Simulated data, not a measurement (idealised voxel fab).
Documented hereafter: the process module known as voxel transistor to metal.
Xsec cut, 205 nm wide, square cell size 5 nm.
The cross-sections in this document take the form of a grid made of square cells. They are written out as bands, in order from top to bottom. Each band consists of one or more rows of cells.
Read a band's entry like this: the first values are the height of its top and the height of its bottom in nm, and what follows is the sequence of materials from left to right, each with its width in nm. Note that "air" is empty space, and that a single material marked "all across" reaches across the band from edge to edge.
Ref level 0: as-received wafer is one material below here. Bottom band extends down with no lower bound ("0..down").
The expression "30..40" gives the width at the extremes of the band, the first number at its top row of cells and the second at its bottom row, with the width changing by equal amounts from each row to the next in between.
You'll sometimes find "remains unaltered" written for a step, and that's the way of saying that nowhere in the cross-section did a cell change during that step.
"Trapped void list" contains a list of empty spaces, each no smaller than 8 cells and without an open way to the top, written in the form width x height at distance with the distance from the left edge and all three in nm.
On a step's line, text after the settings is the simulator commenting on that step.
The setting "overlay nm" may be written on the line of a step. When the step uses a mask, the value reports how far to the right of the planned place the mask lay, and a negative value reports that it lay to the left.
## Steps in the process plan
step 1: RECEIVE [material Si]
step 2: OXIDIZE [depth nm 5]
step 3: CONFORMAL_DEP [material SiN] [thk nm 15]
step 4: PATTERN [tone cover] [mask id ACTIVE] [material resist] [width nm 100] [thk nm 15] [overlay nm 0]
step 5: DIRECTIONAL_ETCH [etch materials SiN] [depth nm 15]
step 6: DIRECTIONAL_ETCH [etch materials SiO2] [depth nm 5]
step 7: DIRECTIONAL_ETCH [etch materials Si] [depth nm 30]
step 8: STRIP [etch materials resist]
step 9: OXIDIZE [depth nm 5]
step 10: FILL_DEP [material SiO2] [thk nm 10]
step 11: CMP [height nm 15]
step 12: SELECTIVE_ETCH [etch materials SiO2] [depth nm 5]
step 13: STRIP [etch materials SiN]
step 14: SELECTIVE_ETCH [etch materials SiO2] [depth nm 5]
step 15: OXIDIZE [depth nm 5]
step 16: DIRECTIONAL_DEP [material polySi] [thk nm 30]
step 17: DIRECTIONAL_DEP [material SiCN] [thk nm 15]
step 18: MASKED_ETCH [tone cover] [mask id GATE] [width nm 20] [etch materials SiCN] [depth nm 25] [overlay nm 0]
step 19: MASKED_ETCH [tone cover] [mask id GATE] [width nm 20] [etch materials polySi] [depth nm 40] [overlay nm 0]
step 20: CONFORMAL_DEP [material SiN] [thk nm 10]
step 21: DIRECTIONAL_ETCH [etch materials SiN] [depth nm 10]
step 22: DIRECTIONAL_ETCH [etch materials SiO2] [depth nm 5]
step 23: DIRECTIONAL_ETCH [etch materials Si] [depth nm 10]
step 24: EPI [material SiGe] [thk nm 15]
step 25: FILL_DEP [material SiO2] [thk nm 10]
step 26: CMP [height nm 40]
step 27: DIRECTIONAL_DEP [material SiO2] [thk nm 10]
step 28: PATTERN [tone open] [mask id CONTACT] [material resist] [width nm 20] [pitch nm 70] [thk nm 15] [overlay nm 0]
step 29: DIRECTIONAL_ETCH [etch materials SiO2] [depth nm 55]
step 30: STRIP [etch materials resist]
step 31: CONFORMAL_DEP [material TiN] [thk nm 5]
step 32: FILL_DEP [material W] [thk nm 10]
step 33: CMP [height nm 50]
step 34: DIRECTIONAL_DEP [material TiN] [thk nm 5]
step 35: DIRECTIONAL_DEP [material Ru] [thk nm 25]
step 36: MASKED_ETCH [tone cover] [mask id METAL_1] [width nm 20] [pitch nm 70] [etch materials Ru] [depth nm 25] [overlay nm 0]
step 37: MASKED_ETCH [tone cover] [mask id METAL_1] [width nm 20] [pitch nm 70] [etch materials TiN] [depth nm 5] [overlay nm 0]
step 38: FILL_DEP [material SiO2] [thk nm 5]
step 39: CMP [height nm 80]
step 40: CONFORMAL_DEP [material SiN] [thk nm 5]
## First out of two wafers; run went to plan
## Cross-section of the incoming wafer, state after step 1
* 0..down  Si all across
* Trapped void list: none
## The wafer in cross-section once step 2 is complete
* 0..-5  SiO2 all across
* Anything lower than -5 is untouched.
## The wafer in cross-section once step 3 is complete
* 15..0  SiN all across
* Anything lower than 0 is untouched.
## The wafer in cross-section once step 4 is complete
* 30..15  air 50 nm, then resist 100 nm, then air 55 nm
* Anything lower than 15 is untouched.
## The wafer in cross-section once step 5 is complete
* 30..15  air 50 nm, then resist 100 nm, then air 55 nm
* 15..0  air 50 nm, then SiN 100 nm, then air 55 nm
* Anything lower than 0 is untouched.
## The wafer in cross-section once step 6 is complete
* 30..15  air 50 nm, then resist 100 nm, then air 55 nm
* 15..0  air 50 nm, then SiN 100 nm, then air 55 nm
* 0..-5  air 50 nm, then SiO2 100 nm, then air 55 nm
* Anything lower than -5 is untouched.
## The wafer in cross-section once step 7 is complete
* 30..15  air 50 nm, then resist 100 nm, then air 55 nm
* 15..0  air 50 nm, then SiN 100 nm, then air 55 nm
* 0..-5  air 50 nm, then SiO2 100 nm, then air 55 nm
* -5..-35  air 50 nm, then Si 100 nm, then air 55 nm
* Anything lower than -35 is untouched.
## The wafer in cross-section once step 8 is complete
* 15..0  air 50 nm, then SiN 100 nm, then air 55 nm
* Anything lower than 0 is untouched.
## The wafer in cross-section once step 9 is complete
* 15..0  air 50 nm, then SiN 100 nm, then air 55 nm
* 0..-5  air 50 nm, then SiO2 100 nm, then air 55 nm
* -5..-35  air 50 nm, then SiO2 5 nm, then Si 90 nm, then SiO2 5 nm, then air 55 nm
* -35..-40  SiO2 55 nm, then Si 90 nm, then SiO2 60 nm
* Anything lower than -40 is untouched.
## The wafer in cross-section once step 10 is complete
* 25..15  SiO2 all across
* 15..0  SiO2 50 nm, then SiN 100 nm, then SiO2 55 nm
* 0..-5  SiO2 all across
* -5..-40  SiO2 55 nm, then Si 90 nm, then SiO2 60 nm
* Anything lower than -40 is untouched.
## The wafer in cross-section once step 11 is complete
* 15..0  SiO2 50 nm, then SiN 100 nm, then SiO2 55 nm
* Anything lower than 0 is untouched.
## The wafer in cross-section once step 12 is complete
* 15..10  air 50 nm, then SiN 100 nm, then air 55 nm
* Anything lower than 10 is untouched.
## The wafer in cross-section once step 13 is complete
* 10..0  SiO2 50 nm, then air 100 nm, then SiO2 55 nm
* Anything lower than 0 is untouched.
## The wafer in cross-section once step 14 is complete
* 5..-5  SiO2 45 nm, then air 110 nm, then SiO2 50 nm
* Anything lower than -5 is untouched.
## The wafer in cross-section once step 15 is complete
* 5..-5  SiO2 45 nm, then air 110 nm, then SiO2 50 nm
* -5..-10  SiO2 all across
* Anything lower than -10 is untouched.
## The wafer in cross-section once step 16 is complete
* 35..25  polySi 45 nm, then air 110 nm, then polySi 50 nm
* 25..5  polySi all across
* 5..-5  SiO2 45 nm, then polySi 110 nm, then SiO2 50 nm
* Anything lower than -5 is untouched.
## The wafer in cross-section once step 17 is complete
* 50..40  SiCN 45 nm, then air 110 nm, then SiCN 50 nm
* 40..35  SiCN all across
* 35..25  polySi 45 nm, then SiCN 110 nm, then polySi 50 nm
* Anything lower than 25 is untouched.
## The wafer in cross-section once step 18 is complete
* 40..35  air 90 nm, then SiCN 20 nm, then air 95 nm
* 35..25  polySi 45 nm, then air 45 nm, then SiCN 20 nm, then air 45 nm, then polySi 50 nm
* Anything lower than 25 is untouched.
## The wafer in cross-section once step 19 is complete
* 40..25  air 90 nm, then SiCN 20 nm, then air 95 nm
* 25..5  air 90 nm, then polySi 20 nm, then air 95 nm
* 5..-5  SiO2 45 nm, then air 45 nm, then polySi 20 nm, then air 45 nm, then SiO2 50 nm
* Anything lower than -5 is untouched.
## The wafer in cross-section once step 20 is complete
* 50..40  air 80 nm, then SiN 40 nm, then air 85 nm
* 40..25  air 80 nm, then SiN 10 nm, then SiCN 20 nm, then SiN 10 nm, then air 85 nm
* 25..15  air 80 nm, then SiN 10 nm, then polySi 20 nm, then SiN 10 nm, then air 85 nm
* 15..5  SiN 55 nm, then air 25 nm, then SiN 10 nm, then polySi 20 nm, then SiN 10 nm, then air 25 nm, then SiN 60 nm
* 5..-5  SiO2 45 nm, then SiN 45 nm, then polySi 20 nm, then SiN 45 nm, then SiO2 50 nm
* Anything lower than -5 is untouched.
## The wafer in cross-section once step 21 is complete
* 40..25  air 80 nm, then SiN 10 nm, then SiCN 20 nm, then SiN 10 nm, then air 85 nm
* 25..5  air 80 nm, then SiN 10 nm, then polySi 20 nm, then SiN 10 nm, then air 85 nm
* 5..-5  SiO2 45 nm, then SiN 10 nm, then air 25 nm, then SiN 10 nm, then polySi 20 nm, then SiN 10 nm, then air 25 nm, then SiN 10 nm, then SiO2 50 nm
* Anything lower than -5 is untouched.
## The wafer in cross-section once step 22 is complete
* 40..25  air 80 nm, then SiN 10 nm, then SiCN 20 nm, then SiN 10 nm, then air 85 nm
* 25..5  air 80 nm, then SiN 10 nm, then polySi 20 nm, then SiN 10 nm, then air 85 nm
* 5..0  air 45 nm, then SiN 10 nm, then air 25 nm, then SiN 10 nm, then polySi 20 nm, then SiN 10 nm, then air 25 nm, then SiN 10 nm, then air 50 nm
* 0..-5  SiO2 45 nm, then SiN 10 nm, then air 25 nm, then SiN 10 nm, then polySi 20 nm, then SiN 10 nm, then air 25 nm, then SiN 10 nm, then SiO2 50 nm
* -5..-10  SiO2 55 nm, then air 25 nm, then SiO2 40 nm, then air 25 nm, then SiO2 60 nm
* Anything lower than -10 is untouched.
## The wafer in cross-section once step 23 is complete
* 40..25  air 80 nm, then SiN 10 nm, then SiCN 20 nm, then SiN 10 nm, then air 85 nm
* 25..5  air 80 nm, then SiN 10 nm, then polySi 20 nm, then SiN 10 nm, then air 85 nm
* 5..0  air 45 nm, then SiN 10 nm, then air 25 nm, then SiN 10 nm, then polySi 20 nm, then SiN 10 nm, then air 25 nm, then SiN 10 nm, then air 50 nm
* 0..-5  SiO2 45 nm, then SiN 10 nm, then air 25 nm, then SiN 10 nm, then polySi 20 nm, then SiN 10 nm, then air 25 nm, then SiN 10 nm, then SiO2 50 nm
* -5..-10  SiO2 55 nm, then air 25 nm, then SiO2 40 nm, then air 25 nm, then SiO2 60 nm
* -10..-20  SiO2 55 nm, then air 25 nm, then Si 40 nm, then air 25 nm, then SiO2 60 nm
* Anything lower than -20 is untouched.
## The wafer in cross-section once step 24 is complete
* 40..25  air 80 nm, then SiN 10 nm, then SiCN 20 nm, then SiN 10 nm, then air 85 nm
* 25..5  air 80 nm, then SiN 10 nm, then polySi 20 nm, then SiN 10 nm, then air 85 nm
* 5..0  air 45 nm, then SiN 10 nm, then air 10 nm, then SiGe 15 nm, then SiN 10 nm, then polySi 20 nm, then SiN 10 nm, then SiGe 15 nm, then air 10 nm, then SiN 10 nm, then air 50 nm
* 0..-5  SiO2 45 nm, then SiN 10 nm, then air 10 nm, then SiGe 15 nm, then SiN 10 nm, then polySi 20 nm, then SiN 10 nm, then SiGe 15 nm, then air 10 nm, then SiN 10 nm, then SiO2 50 nm
* -5..-10  SiO2 55 nm, then SiGe 25 nm, then SiO2 40 nm, then SiGe 25 nm, then SiO2 60 nm
* -10..-20  SiO2 55 nm, then SiGe 25 nm, then Si 40 nm, then SiGe 25 nm, then SiO2 60 nm
* Anything lower than -20 is untouched.
## The wafer in cross-section once step 25 is complete
* 50..40  SiO2 all across
* 40..25  SiO2 80 nm, then SiN 10 nm, then SiCN 20 nm, then SiN 10 nm, then SiO2 85 nm
* 25..5  SiO2 80 nm, then SiN 10 nm, then polySi 20 nm, then SiN 10 nm, then SiO2 85 nm
* 5..-5  SiO2 45 nm, then SiN 10 nm, then SiO2 10 nm, then SiGe 15 nm, then SiN 10 nm, then polySi 20 nm, then SiN 10 nm, then SiGe 15 nm, then SiO2 10 nm, then SiN 10 nm, then SiO2 50 nm
* Anything lower than -5 is untouched.
## The wafer in cross-section once step 26 is complete
* 40..25  SiO2 80 nm, then SiN 10 nm, then SiCN 20 nm, then SiN 10 nm, then SiO2 85 nm
* Anything lower than 25 is untouched.
## The wafer in cross-section once step 27 is complete
* 50..40  SiO2 all across
* Anything lower than 40 is untouched.
## The wafer in cross-section once step 28 is complete
* 65..50  resist 55 nm, then air 20 nm, then resist 50 nm, then air 20 nm, then resist 60 nm
* Anything lower than 50 is untouched.
## The wafer in cross-section once step 29 is complete
* 65..50  resist 55 nm, then air 20 nm, then resist 50 nm, then air 20 nm, then resist 60 nm
* 50..40  SiO2 55 nm, then air 20 nm, then SiO2 50 nm, then air 20 nm, then SiO2 60 nm
* 40..25  SiO2 55 nm, then air 20 nm, then SiO2 5 nm, then SiN 10 nm, then SiCN 20 nm, then SiN 10 nm, then SiO2 5 nm, then air 20 nm, then SiO2 60 nm
* 25..5  SiO2 55 nm, then air 20 nm, then SiO2 5 nm, then SiN 10 nm, then polySi 20 nm, then SiN 10 nm, then SiO2 5 nm, then air 20 nm, then SiO2 60 nm
* 5..-5  SiO2 45 nm, then SiN 10 nm, then air 10 nm, then SiGe 15 nm, then SiN 10 nm, then polySi 20 nm, then SiN 10 nm, then SiGe 15 nm, then air 10 nm, then SiN 10 nm, then SiO2 50 nm
* Anything lower than -5 is untouched.
## The wafer in cross-section once step 30 is complete
* 50..40  SiO2 55 nm, then air 20 nm, then SiO2 50 nm, then air 20 nm, then SiO2 60 nm
* Anything lower than 40 is untouched.
## The wafer in cross-section once step 31 is complete
* 55..50  TiN 60 nm, then air 10 nm, then TiN 60 nm, then air 10 nm, then TiN 65 nm
* 50..40  SiO2 55 nm, then TiN 5 nm, then air 10 nm, then TiN 5 nm, then SiO2 50 nm, then TiN 5 nm, then air 10 nm, then TiN 5 nm, then SiO2 60 nm
* 40..25  SiO2 55 nm, then TiN 5 nm, then air 10 nm, then TiN 5 nm, then SiO2 5 nm, then SiN 10 nm, then SiCN 20 nm, then SiN 10 nm, then SiO2 5 nm, then TiN 5 nm, then air 10 nm, then TiN 5 nm, then SiO2 60 nm
* 25..10  SiO2 55 nm, then TiN 5 nm, then air 10 nm, then TiN 5 nm, then SiO2 5 nm, then SiN 10 nm, then polySi 20 nm, then SiN 10 nm, then SiO2 5 nm, then TiN 5 nm, then air 10 nm, then TiN 5 nm, then SiO2 60 nm
* 10..5  SiO2 55 nm, then TiN 20 nm, then SiO2 5 nm, then SiN 10 nm, then polySi 20 nm, then SiN 10 nm, then SiO2 5 nm, then TiN 20 nm, then SiO2 60 nm
* 5..-5  SiO2 45 nm, then SiN 10 nm, then TiN 10 nm, then SiGe 15 nm, then SiN 10 nm, then polySi 20 nm, then SiN 10 nm, then SiGe 15 nm, then TiN 10 nm, then SiN 10 nm, then SiO2 50 nm
* Anything lower than -5 is untouched.
## The wafer in cross-section once step 32 is complete
* 65..55  W all across
* 55..50  TiN 60 nm, then W 10 nm, then TiN 60 nm, then W 10 nm, then TiN 65 nm
* 50..40  SiO2 55 nm, then TiN 5 nm, then W 10 nm, then TiN 5 nm, then SiO2 50 nm, then TiN 5 nm, then W 10 nm, then TiN 5 nm, then SiO2 60 nm
* 40..25  SiO2 55 nm, then TiN 5 nm, then W 10 nm, then TiN 5 nm, then SiO2 5 nm, then SiN 10 nm, then SiCN 20 nm, then SiN 10 nm, then SiO2 5 nm, then TiN 5 nm, then W 10 nm, then TiN 5 nm, then SiO2 60 nm
* 25..10  SiO2 55 nm, then TiN 5 nm, then W 10 nm, then TiN 5 nm, then SiO2 5 nm, then SiN 10 nm, then polySi 20 nm, then SiN 10 nm, then SiO2 5 nm, then TiN 5 nm, then W 10 nm, then TiN 5 nm, then SiO2 60 nm
* Anything lower than 10 is untouched.
## The wafer in cross-section once step 33 is complete
* 50..40  SiO2 55 nm, then TiN 5 nm, then W 10 nm, then TiN 5 nm, then SiO2 50 nm, then TiN 5 nm, then W 10 nm, then TiN 5 nm, then SiO2 60 nm
* Anything lower than 40 is untouched.
## The wafer in cross-section once step 34 is complete
* 55..50  TiN all across
* Anything lower than 50 is untouched.
## The wafer in cross-section once step 35 is complete
* 80..55  Ru all across
* Anything lower than 55 is untouched.
## The wafer in cross-section once step 36 is complete
* 80..55  air 55 nm, then Ru 20 nm, then air 50 nm, then Ru 20 nm, then air 60 nm
* Anything lower than 55 is untouched.
## The wafer in cross-section once step 37 is complete
* 80..55  air 55 nm, then Ru 20 nm, then air 50 nm, then Ru 20 nm, then air 60 nm
* 55..50  air 55 nm, then TiN 20 nm, then air 50 nm, then TiN 20 nm, then air 60 nm
* Anything lower than 50 is untouched.
## The wafer in cross-section once step 38 is complete
* 85..80  SiO2 all across
* 80..55  SiO2 55 nm, then Ru 20 nm, then SiO2 50 nm, then Ru 20 nm, then SiO2 60 nm
* 55..50  SiO2 55 nm, then TiN 20 nm, then SiO2 50 nm, then TiN 20 nm, then SiO2 60 nm
* Anything lower than 50 is untouched.
## The wafer in cross-section once step 39 is complete
* 80..55  SiO2 55 nm, then Ru 20 nm, then SiO2 50 nm, then Ru 20 nm, then SiO2 60 nm
* Anything lower than 55 is untouched.
## The wafer in cross-section once step 40 is complete
* 85..80  SiN all across
* Anything lower than 80 is untouched.
## What follows concerns the second wafer, which started out like the first and was meant to follow the very same plan; one mistake crept in when it was run, but everything up to and including step 27 is the same as for the first wafer
## Cross-section: second wafer, time at which step 28 was scheduled to end
* 65..50  resist 60 nm, then air 15 nm, then resist 55 nm, then air 15 nm, then resist 60 nm
* Anything lower than 50 is untouched.
## Cross-section: second wafer, time at which step 29 was scheduled to end
* 65..50  resist 60 nm, then air 15 nm, then resist 55 nm, then air 15 nm, then resist 60 nm
* 50..40  SiO2 60 nm, then air 15 nm, then SiO2 55 nm, then air 15 nm, then SiO2 60 nm
* 40..25  SiO2 60 nm, then air 15 nm, then SiO2 5 nm, then SiN 10 nm, then SiCN 20 nm, then SiN 10 nm, then SiO2 10 nm, then air 15 nm, then SiO2 60 nm
* 25..5  SiO2 60 nm, then air 15 nm, then SiO2 5 nm, then SiN 10 nm, then polySi 20 nm, then SiN 10 nm, then SiO2 10 nm, then air 15 nm, then SiO2 60 nm
* 5..-5  SiO2 45 nm, then SiN 10 nm, then SiO2 5 nm, then air 5 nm, then SiGe 15 nm, then SiN 10 nm, then polySi 20 nm, then SiN 10 nm, then SiGe 15 nm, then air 10 nm, then SiN 10 nm, then SiO2 50 nm
* Anything lower than -5 is untouched.
## Cross-section: second wafer, time at which step 30 was scheduled to end
* 50..40  SiO2 60 nm, then air 15 nm, then SiO2 55 nm, then air 15 nm, then SiO2 60 nm
* Anything lower than 40 is untouched.
## Cross-section: second wafer, time at which step 31 was scheduled to end
* 55..50  TiN 65 nm, then air 5 nm, then TiN 65 nm, then air 5 nm, then TiN 65 nm
* 50..40  SiO2 60 nm, then TiN 5 nm, then air 5 nm, then TiN 5 nm, then SiO2 55 nm, then TiN 5 nm, then air 5 nm, then TiN 5 nm, then SiO2 60 nm
* 40..25  SiO2 60 nm, then TiN 5 nm, then air 5 nm, then TiN 5 nm, then SiO2 5 nm, then SiN 10 nm, then SiCN 20 nm, then SiN 10 nm, then SiO2 10 nm, then TiN 5 nm, then air 5 nm, then TiN 5 nm, then SiO2 60 nm
* 25..10  SiO2 60 nm, then TiN 5 nm, then air 5 nm, then TiN 5 nm, then SiO2 5 nm, then SiN 10 nm, then polySi 20 nm, then SiN 10 nm, then SiO2 10 nm, then TiN 5 nm, then air 5 nm, then TiN 5 nm, then SiO2 60 nm
* 10..5  SiO2 60 nm, then TiN 15 nm, then SiO2 5 nm, then SiN 10 nm, then polySi 20 nm, then SiN 10 nm, then SiO2 10 nm, then TiN 15 nm, then SiO2 60 nm
* 5..-5  SiO2 45 nm, then SiN 10 nm, then SiO2 5 nm, then TiN 5 nm, then SiGe 15 nm, then SiN 10 nm, then polySi 20 nm, then SiN 10 nm, then SiGe 15 nm, then TiN 10 nm, then SiN 10 nm, then SiO2 50 nm
* Anything lower than -5 is untouched.
## Cross-section: second wafer, time at which step 32 was scheduled to end
* 65..55  W all across
* 55..50  TiN 65 nm, then W 5 nm, then TiN 65 nm, then W 5 nm, then TiN 65 nm
* 50..40  SiO2 60 nm, then TiN 5 nm, then W 5 nm, then TiN 5 nm, then SiO2 55 nm, then TiN 5 nm, then W 5 nm, then TiN 5 nm, then SiO2 60 nm
* 40..25  SiO2 60 nm, then TiN 5 nm, then W 5 nm, then TiN 5 nm, then SiO2 5 nm, then SiN 10 nm, then SiCN 20 nm, then SiN 10 nm, then SiO2 10 nm, then TiN 5 nm, then W 5 nm, then TiN 5 nm, then SiO2 60 nm
* 25..10  SiO2 60 nm, then TiN 5 nm, then W 5 nm, then TiN 5 nm, then SiO2 5 nm, then SiN 10 nm, then polySi 20 nm, then SiN 10 nm, then SiO2 10 nm, then TiN 5 nm, then W 5 nm, then TiN 5 nm, then SiO2 60 nm
* Anything lower than 10 is untouched.
## Cross-section: second wafer, time at which step 33 was scheduled to end
* 50..40  SiO2 60 nm, then TiN 5 nm, then W 5 nm, then TiN 5 nm, then SiO2 55 nm, then TiN 5 nm, then W 5 nm, then TiN 5 nm, then SiO2 60 nm
* Anything lower than 40 is untouched.
## Cross-section: second wafer, time at which step 34 was scheduled to end
* 55..50  TiN all across
* Anything lower than 50 is untouched.
## Cross-section: second wafer, time at which step 35 was scheduled to end
* 80..55  Ru all across
* Anything lower than 55 is untouched.
## Cross-section: second wafer, time at which step 36 was scheduled to end
* 80..55  air 55 nm, then Ru 20 nm, then air 50 nm, then Ru 20 nm, then air 60 nm
* Anything lower than 55 is untouched.
## Cross-section: second wafer, time at which step 37 was scheduled to end
* 80..55  air 55 nm, then Ru 20 nm, then air 50 nm, then Ru 20 nm, then air 60 nm
* 55..50  air 55 nm, then TiN 20 nm, then air 50 nm, then TiN 20 nm, then air 60 nm
* Anything lower than 50 is untouched.
## Cross-section: second wafer, time at which step 38 was scheduled to end
* 85..80  SiO2 all across
* 80..55  SiO2 55 nm, then Ru 20 nm, then SiO2 50 nm, then Ru 20 nm, then SiO2 60 nm
* 55..50  SiO2 55 nm, then TiN 20 nm, then SiO2 50 nm, then TiN 20 nm, then SiO2 60 nm
* Anything lower than 50 is untouched.
## Cross-section: second wafer, time at which step 39 was scheduled to end
* 80..55  SiO2 55 nm, then Ru 20 nm, then SiO2 50 nm, then Ru 20 nm, then SiO2 60 nm
* Anything lower than 55 is untouched.
## Cross-section: second wafer, time at which step 40 was scheduled to end
* 85..80  SiN all across
* Anything lower than 80 is untouched.
The mistake made against the process plan was this: step 28 did not use the planned setting and instead ran as PATTERN [tone open] [mask id CONTACT] [material resist] [width nm 15] [pitch nm 70] [thk nm 15] [overlay nm 0]
Count the cells at the end and the second wafer has more or fewer of some materials than the first: SiO2: 20 more; TiN: 4 fewer; W: 16 fewer
